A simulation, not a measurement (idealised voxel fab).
voxel transistor to metal: a process module
Xsec cut, 215 nm wide, square cell size 5 nm.
This document writes a cross-section as a grid whose cells are square, and gives it as bands, listed from the top down; one or more rows of cells form a band. Per band: top height and bottom height in nm, followed by the left-to-right materials and their widths in nm; "full width" marks a single material spanning edge to edge, "blank" marks empty space. Heights are expressed relative to 0, this being the level below which the as-received wafer comprises one material exclusively. The lowest band is unbounded in the downward direction and is denoted as in "0 nm and below". With a width like "30..40", each row of cells in the band differs from the next by the same amount, the top row carrying the first number and the bottom row the second. Step marked "no change"? Then no cell in the cross-section changed in it. Entry "Tabulated closed voids" = empty spaces >= 8 cells with no open way to the top; each as width x height at distance, distance from left edge, all nm. Note: text after step settings on the step line = simulator remark on that step. Among the settings permitted on a step's line is "overlay nm"; applied to a step with a mask, it specifies the extent to which the mask lay to the right of its planned position, whereas a negative figure signifies a position to the left.
## The steps planned for the process are as follows
step 1: RECEIVE with material Si
step 2: CONFORMAL_DEP with material SiO2, thk nm 5
step 3: CONFORMAL_DEP with material SiN, thk nm 15
step 4: PATTERN with tone cover, mask id ACTIVE, material resist, width nm 110, thk nm 15, overlay nm 0
step 5: DIRECTIONAL_ETCH with etch materials SiN, depth nm 15
step 6: DIRECTIONAL_ETCH with etch materials SiO2, depth nm 5
step 7: DIRECTIONAL_ETCH with etch materials Si, depth nm 20
step 8: STRIP with etch materials resist
step 9: OXIDIZE with depth nm 5
step 10: FILL_DEP with material SiO2, thk nm 15
step 11: CMP with height nm 20
step 12: SELECTIVE_ETCH with etch materials SiO2, depth nm 10
step 13: STRIP with etch materials SiN
step 14: SELECTIVE_ETCH with etch materials SiO2, depth nm 5
step 15: OXIDIZE with depth nm 5
step 16: DIRECTIONAL_DEP with material polySi, thk nm 25
step 17: DIRECTIONAL_DEP with material SiCN, thk nm 10
step 18: MASKED_ETCH with tone cover, mask id GATE, width nm 20, etch materials SiCN, depth nm 20, overlay nm 0
step 19: MASKED_ETCH with tone cover, mask id GATE, width nm 20, etch materials polySi, depth nm 35, overlay nm 0
step 20: CONFORMAL_DEP with material SiO2, thk nm 5
step 21: DIRECTIONAL_ETCH with etch materials SiO2, depth nm 5
step 22: CONFORMAL_DEP with material SiN, thk nm 5
step 23: DIRECTIONAL_ETCH with etch materials SiN, depth nm 5
step 24: DIRECTIONAL_ETCH with etch materials SiO2, depth nm 5
step 25: DIRECTIONAL_ETCH with etch materials Si, depth nm 10
step 26: EPI with material SiGe, thk nm 15
step 27: FILL_DEP with material SiO2, thk nm 5
step 28: CMP with height nm 35
step 29: DIRECTIONAL_DEP with material SiO2, thk nm 15
step 30: DIRECTIONAL_DEP with material aC, thk nm 10
step 31: PATTERN with tone open, mask id CONTACT, material resist, width nm 20, pitch nm 70, thk nm 30, overlay nm 0
step 32: DIRECTIONAL_ETCH with etch materials aC, depth nm 10
step 33: STRIP with etch materials resist
step 34: DIRECTIONAL_ETCH with etch materials SiO2, depth nm 50
step 35: STRIP with etch materials aC
step 36: CONFORMAL_DEP with material TiN, thk nm 5
step 37: FILL_DEP with material W, thk nm 10
step 38: CMP with height nm 50
step 39: DIRECTIONAL_DEP with material TiN, thk nm 5
step 40: DIRECTIONAL_DEP with material Ru, thk nm 25
step 41: DIRECTIONAL_DEP with material aC, thk nm 15
step 42: PATTERN with tone cover, mask id METAL_1, material resist, width nm 20, pitch nm 70, thk nm 35, overlay nm 0
step 43: DIRECTIONAL_ETCH with etch materials aC, depth nm 15
step 44: STRIP with etch materials resist
step 45: DIRECTIONAL_ETCH with etch materials Ru, depth nm 25
step 46: DIRECTIONAL_ETCH with etch materials TiN, depth nm 5
step 47: STRIP with etch materials aC
step 48: FILL_DEP with material lowk, thk nm 10
step 49: CMP with height nm 80
step 50: CONFORMAL_DEP with material SiCN, thk nm 5
## Here's what the wafer looked like in cross-section when it arrived - that's after step 1
	0 nm and below = Si full width
	Tabulated closed voids: none
## First of two wafers at the end of the module, shown in cross-section; run carried out as planned
	85 nm to 80 nm = SiCN full width
	80 nm to 55 nm = lowk 60, then Ru 20, then lowk 50, then Ru 20, then lowk 65
	55 nm to 50 nm = lowk 60, then TiN 20, then lowk 50, then TiN 20, then lowk 65
	50 nm to 35 nm = SiO2 60, then TiN 5, then W 10, then TiN 5, then SiO2 50, then TiN 5, then W 10, then TiN 5, then SiO2 65
	35 nm to 25 nm = SiO2 60, then TiN 5, then W 10, then TiN 5, then SiO2 5, then SiN 5, then SiO2 5, then SiCN 20, then SiO2 5, then SiN 5, then SiO2 5, then TiN 5, then W 10, then TiN 5, then SiO2 65
	25 nm to 15 nm = SiO2 60, then TiN 5, then W 10, then TiN 5, then SiO2 5, then SiN 5, then SiO2 5, then polySi 20, then SiO2 5, then SiN 5, then SiO2 5, then TiN 5, then W 10, then TiN 5, then SiO2 65
	15 nm to 10 nm = SiO2 60, then TiN 20, then SiO2 5, then SiN 5, then SiO2 5, then polySi 20, then SiO2 5, then SiN 5, then SiO2 5, then TiN 20, then SiO2 65
	10 nm to 5 nm = SiO2 60, then TiN 10, then SiGe 15, then SiN 5, then SiO2 5, then polySi 20, then SiO2 5, then SiN 5, then SiGe 15, then TiN 10, then SiO2 65
	5 nm to 0 nm = SiO2 50, then SiN 5, then SiO2 5, then TiN 10, then SiGe 15, then SiN 5, then SiO2 5, then polySi 20, then SiO2 5, then SiN 5, then SiGe 15, then TiN 10, then SiO2 5, then SiN 5, then SiO2 55
	0 nm to -5 nm = SiO2 55, then SiGe 30, then SiO2 40, then SiGe 30, then SiO2 60
	-5 nm to -15 nm = SiO2 55, then SiGe 30, then Si 40, then SiGe 30, then SiO2 60
	-15 nm to -25 nm = SiO2 55, then Si 100, then SiO2 60
	-25 nm and below = Si full width
	Tabulated closed voids: none
## Now the second wafer, cross-sectioned at the end of the module. Nothing different at the start, nothing different in the plan compared with the first, just one mistake when it was actually run
	85 nm to 80 nm = SiN full width
	80 nm to 55 nm = lowk 60, then Ru 20, then lowk 50, then Ru 20, then lowk 65
	55 nm to 50 nm = lowk 60, then TiN 20, then lowk 50, then TiN 20, then lowk 65
	50 nm to 35 nm = SiO2 60, then TiN 5, then W 10, then TiN 5, then SiO2 50, then TiN 5, then W 10, then TiN 5, then SiO2 65
	35 nm to 25 nm = SiO2 60, then TiN 5, then W 10, then TiN 5, then SiO2 5, then SiN 5, then SiO2 5, then SiCN 20, then SiO2 5, then SiN 5, then SiO2 5, then TiN 5, then W 10, then TiN 5, then SiO2 65
	25 nm to 15 nm = SiO2 60, then TiN 5, then W 10, then TiN 5, then SiO2 5, then SiN 5, then SiO2 5, then polySi 20, then SiO2 5, then SiN 5, then SiO2 5, then TiN 5, then W 10, then TiN 5, then SiO2 65
	15 nm to 10 nm = SiO2 60, then TiN 20, then SiO2 5, then SiN 5, then SiO2 5, then polySi 20, then SiO2 5, then SiN 5, then SiO2 5, then TiN 20, then SiO2 65
	10 nm to 5 nm = SiO2 60, then TiN 10, then SiGe 15, then SiN 5, then SiO2 5, then polySi 20, then SiO2 5, then SiN 5, then SiGe 15, then TiN 10, then SiO2 65
	5 nm to 0 nm = SiO2 50, then SiN 5, then SiO2 5, then TiN 10, then SiGe 15, then SiN 5, then SiO2 5, then polySi 20, then SiO2 5, then SiN 5, then SiGe 15, then TiN 10, then SiO2 5, then SiN 5, then SiO2 55
	0 nm to -5 nm = SiO2 55, then SiGe 30, then SiO2 40, then SiGe 30, then SiO2 60
	-5 nm to -15 nm = SiO2 55, then SiGe 30, then Si 40, then SiGe 30, then SiO2 60
	-15 nm to -25 nm = SiO2 55, then Si 100, then SiO2 60
	-25 nm and below = Si full width
	Tabulated closed voids: none
Against the plan, the run slipped here: the process deviated at step 50: the operation and settings actually run there were CONFORMAL_DEP with material SiN, thk nm 5
End check, counted in cells, second wafer has more or fewer of these materials than the first: SiCN: 43 fewer, SiN: 43 more
